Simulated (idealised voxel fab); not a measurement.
Process module heading - voxel wiring stack
Pictured: cross-section cut, 180 nm wide, on a grid of 5 nm square cells.
Cross-section layout: square cells on a grid; listed as bands, top to bottom; a band spans one or more cell rows. A band entry consists of two parts. The first gives the height of the band's top and the height of its bottom, in nm. The rest lists the band's materials from left to right, each with its width in nm. A single material labelled with the word "edge to edge" fills the band from edge to edge, and the word "air" marks empty space. Beneath 0, the wafer as received is one material, and that level is where height counting begins. The lowest band goes on downward without a bottom; it is written like "z 0 and below". Width spec "30 to 40" -> top row of cells at first value, bottom row at second value, equal per-row change in between. "same as before" -> step changed no cross-section cell. Closed-off voids of 8+ cells (no open route to the top) go in "Enclosed empty spaces", written width x height at distance from the left edge, in nm. If you see something after the settings on a step's line, that's the simulator's own remark about that step. "overlay nm" on a masked step: distance the mask lay right of its planned place, negative for left.

[Process steps foreseen in the plan]
1) RECEIVE: material Si
2) CONFORMAL_DEP: material SiO2, thk nm 15
3) DIRECTIONAL_DEP: material TiN, thk nm 5
4) DIRECTIONAL_DEP: material W, thk nm 20
5) DIRECTIONAL_DEP: material aC, thk nm 15
6) PATTERN: tone cover, mask id METAL_1, material resist, width nm 30, pitch nm 50, thk nm 30, overlay nm 0
7) DIRECTIONAL_ETCH: etch materials aC, depth nm 15
8) STRIP: etch materials resist
9) DIRECTIONAL_ETCH: etch materials W, depth nm 20
10) DIRECTIONAL_ETCH: etch materials TiN, depth nm 5
11) STRIP: etch materials aC
12) CONFORMAL_DEP: material SiCN, thk nm 5
13) FILL_DEP: material lowk, thk nm 10
14) CMP: height nm 40
15) CONFORMAL_DEP: material SiCN, thk nm 5
16) DIRECTIONAL_DEP: material lowk, thk nm 30
17) DIRECTIONAL_DEP: material aC, thk nm 15
18) PATTERN: tone open, mask id METAL_2_HOLES, material resist, width nm 15, pitch nm 50, thk nm 35, overlay nm 0
19) DIRECTIONAL_ETCH: etch materials aC, depth nm 15
20) STRIP: etch materials resist
21) DIRECTIONAL_ETCH: etch materials lowk, depth nm 30
22) STRIP: etch materials aC
23) MASKED_ETCH: tone open, mask id METAL_2, width nm 30, pitch nm 50, etch materials lowk, depth nm 15, overlay nm 0
24) MASKED_ETCH: tone open, mask id METAL_2, width nm 30, pitch nm 50, etch materials SiCN, depth nm 5, overlay nm 0
25) CONFORMAL_DEP: material TiN, thk nm 5
26) FILL_DEP: material Cu, thk nm 5
27) CMP: height nm 75
28) CONFORMAL_DEP: material SiCN, thk nm 5
29) DIRECTIONAL_DEP: material SiO2, thk nm 20
30) DIRECTIONAL_DEP: material aC, thk nm 15
31) PATTERN: tone open, mask id PLUG_2, material resist, width nm 15, pitch nm 100, thk nm 30, overlay nm 0
32) DIRECTIONAL_ETCH: etch materials aC, depth nm 15
33) STRIP: etch materials resist
34) DIRECTIONAL_ETCH: etch materials SiO2, depth nm 20
35) DIRECTIONAL_ETCH: etch materials SiCN, depth nm 5
36) STRIP: etch materials aC
37) CONFORMAL_DEP: material TiN, thk nm 5
38) FILL_DEP: material W, thk nm 10
39) CMP: height nm 100
40) CONFORMAL_DEP: material SiN, thk nm 5
41) DIRECTIONAL_DEP: material SiO2, thk nm 25
42) DIRECTIONAL_DEP: material aC, thk nm 10
43) PATTERN: tone open, mask id METAL_3, material resist, width nm 30, pitch nm 50, thk nm 25, overlay nm 0
44) DIRECTIONAL_ETCH: etch materials aC, depth nm 10
45) STRIP: etch materials resist
46) DIRECTIONAL_ETCH: etch materials SiO2, depth nm 25
47) DIRECTIONAL_ETCH: etch materials SiN, depth nm 5
48) STRIP: etch materials aC
49) CONFORMAL_DEP: material TiN, thk nm 5
50) FILL_DEP: material Cu, thk nm 5
51) CMP: height nm 130
52) EPI: material Ru, thk nm 5
53) FILL_DEP: material SiCN, thk nm 5
54) DIRECTIONAL_DEP: material SiO2, thk nm 15
55) MASKED_ETCH: tone open, mask id PLUG_3, width nm 15, pitch nm 50, etch materials SiO2, depth nm 15, overlay nm 0
56) MASKED_ETCH: tone open, mask id PLUG_3, width nm 15, pitch nm 50, etch materials SiCN, depth nm 5, overlay nm 0
57) CONFORMAL_DEP: material TiN, thk nm 5
58) FILL_DEP: material Cu, thk nm 10
59) CMP: height nm 155
60) CONFORMAL_DEP: material SiN, thk nm 5
61) DIRECTIONAL_DEP: material lowk, thk nm 20
62) PATTERN: tone open, mask id METAL_4, material resist, width nm 30, pitch nm 50, thk nm 15, overlay nm 0
63) DIRECTIONAL_ETCH: etch materials lowk, depth nm 20
64) DIRECTIONAL_ETCH: etch materials SiN, depth nm 5
65) STRIP: etch materials resist
66) CONFORMAL_DEP: material TiN, thk nm 5
67) FILL_DEP: material W, thk nm 10
68) CMP: height nm 180
69) CONFORMAL_DEP: material SiCN, thk nm 5

[Here's what the wafer looked like in cross-section when it arrived - that's after step 1]
> z 0 and below: Si edge to edge
> Enclosed empty spaces: none

[First of two wafers, end-of-module section, run followed plan]
> z 185 to 180: SiCN edge to edge
> z 180 to 160: lowk: 25 | TiN: 5 | W: 20 | TiN: 5 | lowk: 20 | TiN: 5 | W: 20 | TiN: 5 | lowk: 20 | TiN: 5 | W: 20 | TiN: 5 | lowk: 25
> z 160 to 155: SiN: 25 | TiN: 30 | SiN: 20 | TiN: 30 | SiN: 20 | TiN: 30 | SiN: 25
> z 155 to 140: SiO2: 25 | TiN: 5 | Cu: 5 | TiN: 5 | SiO2: 35 | TiN: 5 | Cu: 5 | TiN: 5 | SiO2: 35 | TiN: 5 | Cu: 5 | TiN: 5 | SiO2: 40
> z 140 to 135: SiCN: 25 | TiN: 15 | SiCN: 35 | TiN: 15 | SiCN: 35 | TiN: 15 | SiCN: 40
> z 135 to 130: SiCN: 20 | Ru: 40 | SiCN: 10 | Ru: 40 | SiCN: 10 | Ru: 40 | SiCN: 20
> z 130 to 105: SiO2: 25 | TiN: 5 | Cu: 20 | TiN: 5 | SiO2: 20 | TiN: 5 | Cu: 20 | TiN: 5 | SiO2: 20 | TiN: 5 | Cu: 20 | TiN: 5 | SiO2: 25
> z 105 to 100: SiN: 25 | TiN: 30 | SiN: 20 | TiN: 30 | SiN: 20 | TiN: 30 | SiN: 25
> z 100 to 80: SiO2: 25 | TiN: 5 | W: 5 | TiN: 5 | SiO2: 85 | TiN: 5 | W: 5 | TiN: 5 | SiO2: 40
> z 80 to 75: SiCN: 25 | TiN: 15 | SiCN: 85 | TiN: 15 | SiCN: 40
> z 75 to 65: lowk: 25 | TiN: 5 | Cu: 20 | TiN: 5 | lowk: 20 | TiN: 5 | Cu: 20 | TiN: 5 | lowk: 20 | TiN: 5 | Cu: 20 | TiN: 5 | lowk: 25
> z 65 to 60: lowk: 25 | TiN: 5 | Cu: 5 | TiN: 20 | lowk: 20 | TiN: 5 | Cu: 5 | TiN: 20 | lowk: 20 | TiN: 5 | Cu: 5 | TiN: 20 | lowk: 25
> z 60 to 45: lowk: 25 | TiN: 5 | Cu: 5 | TiN: 5 | lowk: 35 | TiN: 5 | Cu: 5 | TiN: 5 | lowk: 35 | TiN: 5 | Cu: 5 | TiN: 5 | lowk: 40
> z 45 to 40: SiCN: 25 | TiN: 15 | SiCN: 35 | TiN: 15 | SiCN: 35 | TiN: 15 | SiCN: 40
> z 40 to 20: lowk: 20 | SiCN: 5 | W: 30 | SiCN: 5 | lowk: 10 | SiCN: 5 | W: 30 | SiCN: 5 | lowk: 10 | SiCN: 5 | W: 30 | SiCN: 5 | lowk: 20
> z 20 to 15: SiCN: 25 | TiN: 30 | SiCN: 20 | TiN: 30 | SiCN: 20 | TiN: 30 | SiCN: 25
> z 15 to 0: SiO2 edge to edge
> z 0 and below: Si edge to edge
> Enclosed empty spaces: none

[Second of two wafers, module complete, sectioned: it shares the first wafer's start and plan but was run with one mistake]
> z 185 to 180: SiCN edge to edge
> z 180 to 160: lowk: 25 | TiN: 5 | W: 20 | TiN: 5 | lowk: 20 | TiN: 5 | W: 20 | TiN: 5 | lowk: 20 | TiN: 5 | W: 20 | TiN: 5 | lowk: 25
> z 160 to 155: SiN: 25 | TiN: 30 | SiN: 20 | TiN: 30 | SiN: 20 | TiN: 30 | SiN: 25
> z 155 to 140: SiO2: 25 | TiN: 5 | Cu: 5 | TiN: 5 | SiO2: 35 | TiN: 5 | Cu: 5 | TiN: 5 | SiO2: 35 | TiN: 5 | Cu: 5 | TiN: 5 | SiO2: 40
> z 140 to 135: SiCN: 25 | TiN: 15 | SiCN: 35 | TiN: 15 | SiCN: 35 | TiN: 15 | SiCN: 40
> z 135 to 130: Ru: 30 | SiCN: 20 | Ru: 30 | SiCN: 20 | Ru: 30 | SiCN: 20 | Ru: 30
> z 130 to 105: Cu: 20 | TiN: 5 | SiO2: 30 | TiN: 5 | Cu: 10 | TiN: 5 | SiO2: 30 | TiN: 5 | Cu: 10 | TiN: 5 | SiO2: 30 | TiN: 5 | Cu: 20
> z 105 to 100: TiN: 25 | SiN: 30 | TiN: 20 | SiN: 30 | TiN: 20 | SiN: 30 | TiN: 25
> z 100 to 80: SiO2: 25 | TiN: 5 | W: 5 | TiN: 5 | SiO2: 85 | TiN: 5 | W: 5 | TiN: 5 | SiO2: 40
> z 80 to 75: SiCN: 25 | TiN: 15 | SiCN: 85 | TiN: 15 | SiCN: 40
> z 75 to 65: lowk: 25 | TiN: 5 | Cu: 20 | TiN: 5 | lowk: 20 | TiN: 5 | Cu: 20 | TiN: 5 | lowk: 20 | TiN: 5 | Cu: 20 | TiN: 5 | lowk: 25
> z 65 to 60: lowk: 25 | TiN: 5 | Cu: 5 | TiN: 20 | lowk: 20 | TiN: 5 | Cu: 5 | TiN: 20 | lowk: 20 | TiN: 5 | Cu: 5 | TiN: 20 | lowk: 25
> z 60 to 45: lowk: 25 | TiN: 5 | Cu: 5 | TiN: 5 | lowk: 35 | TiN: 5 | Cu: 5 | TiN: 5 | lowk: 35 | TiN: 5 | Cu: 5 | TiN: 5 | lowk: 40
> z 45 to 40: SiCN: 25 | TiN: 15 | SiCN: 35 | TiN: 15 | SiCN: 35 | TiN: 15 | SiCN: 40
> z 40 to 20: lowk: 20 | SiCN: 5 | W: 30 | SiCN: 5 | lowk: 10 | SiCN: 5 | W: 30 | SiCN: 5 | lowk: 10 | SiCN: 5 | W: 30 | SiCN: 5 | lowk: 20
> z 20 to 15: SiCN: 25 | TiN: 30 | SiCN: 20 | TiN: 30 | SiCN: 20 | TiN: 30 | SiCN: 25
> z 15 to 0: SiO2 edge to edge
> z 0 and below: Si edge to edge
> Enclosed empty spaces: none
The plan and the run diverged here: not per plan at step 43, really ran PATTERN: tone cover, mask id METAL_3, material resist, width nm 30, pitch nm 50, thk nm 25, overlay nm 0
Upon completion, the cell count for each material on the second wafer equals that on the first, whereas the spatial distribution of those cells differs.
